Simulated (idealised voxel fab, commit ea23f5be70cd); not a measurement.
A process module follows: voxel fin reveal.
Each square cell in cross-section cut measures 5 nm, and the section as a whole is 190 nm wide.
The cross-sections in this document take the form of a grid made of square cells. They are written out as bands, in order from top to bottom. Each band consists of one or more rows of cells. Per band: top height and bottom height in nm, followed by the left-to-right materials and their widths in nm; "all across" marks a single material spanning edge to edge, "air" marks empty space. Below 0: as-received wafer, all one material; heights counted from there. Lowest band: no bottom, goes on down, written "z 0 and below". The width entry "30 to 40" should be interpreted row by row: the top row of cells in the band takes the first number, the bottom row takes the second number, and the change between adjacent rows is uniform throughout. "remains unaltered" for a step: no cell of the cross-section changed in that step. Enclosed voids (no open way to top), threshold 8 cells or more, entry "Enclosed internal voids", notation width x height at distance, distance from left edge, nm. That trailing text on a step's line, after the settings, is the simulator's own remark on the step. If you see "overlay nm" on a step's line and that step has a mask, it's telling you how far right of where it was planned the mask ended up; a negative number means it went left instead.
**Planned process steps**
1. RECEIVE, material Si
2. CONFORMAL_DEP, material SiN, thk nm 10
3. DIRECTIONAL_DEP, material aC, thk nm 10
4. PATTERN, tone cover, mask id FINS, material resist, width nm 15, pitch nm 40, thk nm 25, overlay nm 0
5. DIRECTIONAL_ETCH, etch materials aC, depth nm 10
6. STRIP, etch materials resist
7. DIRECTIONAL_ETCH, etch materials SiN, depth nm 10
8. DIRECTIONAL_ETCH, etch materials Si, depth nm 30
9. STRIP, etch materials aC
10. FILL_DEP, material SiO2, thk nm 10
11. CMP, height nm 10
12. SELECTIVE_ETCH, etch materials SiO2, depth nm 20
13. STRIP, etch materials SiN
14. CONFORMAL_DEP, material SiO2, thk nm 5
**Cross-section of the wafer at receipt, which is the condition after step 1**
  z 0 and below = Si all across
  Enclosed internal voids: none
**Cross-section: first of two wafers, module finished, run according to plan**
  z 5 to 0 = air 60 nm  SiO2 25 nm  air 15 nm  SiO2 25 nm  air 65 nm
  z 0 to -5 = air 60 nm  SiO2 5 nm  Si 15 nm  SiO2 5 nm  air 15 nm  SiO2 5 nm  Si 15 nm  SiO2 5 nm  air 65 nm
  z -5 to -30 = SiO2 65 nm  Si 15 nm  SiO2 25 nm  Si 15 nm  SiO2 70 nm
  z -30 and below = Si all across
  Enclosed internal voids: none
**Cross-section at end of module for the second wafer of two, which matched the first in starting point and plan and differed by one mistake in its processing**
  z 5 to 0 = air 50 nm  SiO2 25 nm  air 15 nm  SiO2 25 nm  air 75 nm
  z 0 to -5 = air 50 nm  SiO2 5 nm  Si 15 nm  SiO2 5 nm  air 15 nm  SiO2 5 nm  Si 15 nm  SiO2 5 nm  air 75 nm
  z -5 to -30 = SiO2 55 nm  Si 15 nm  SiO2 25 nm  Si 15 nm  SiO2 80 nm
  z -30 and below = Si all across
  Enclosed internal voids: none
Want to know what went wrong? step 4 did not happen as planned, as run it was PATTERN, tone cover, mask id FINS, material resist, width nm 15, pitch nm 40, thk nm 25, overlay nm -10
So at the finish, the second wafer's got exactly as many cells of each material as the first, just not in the same spots.
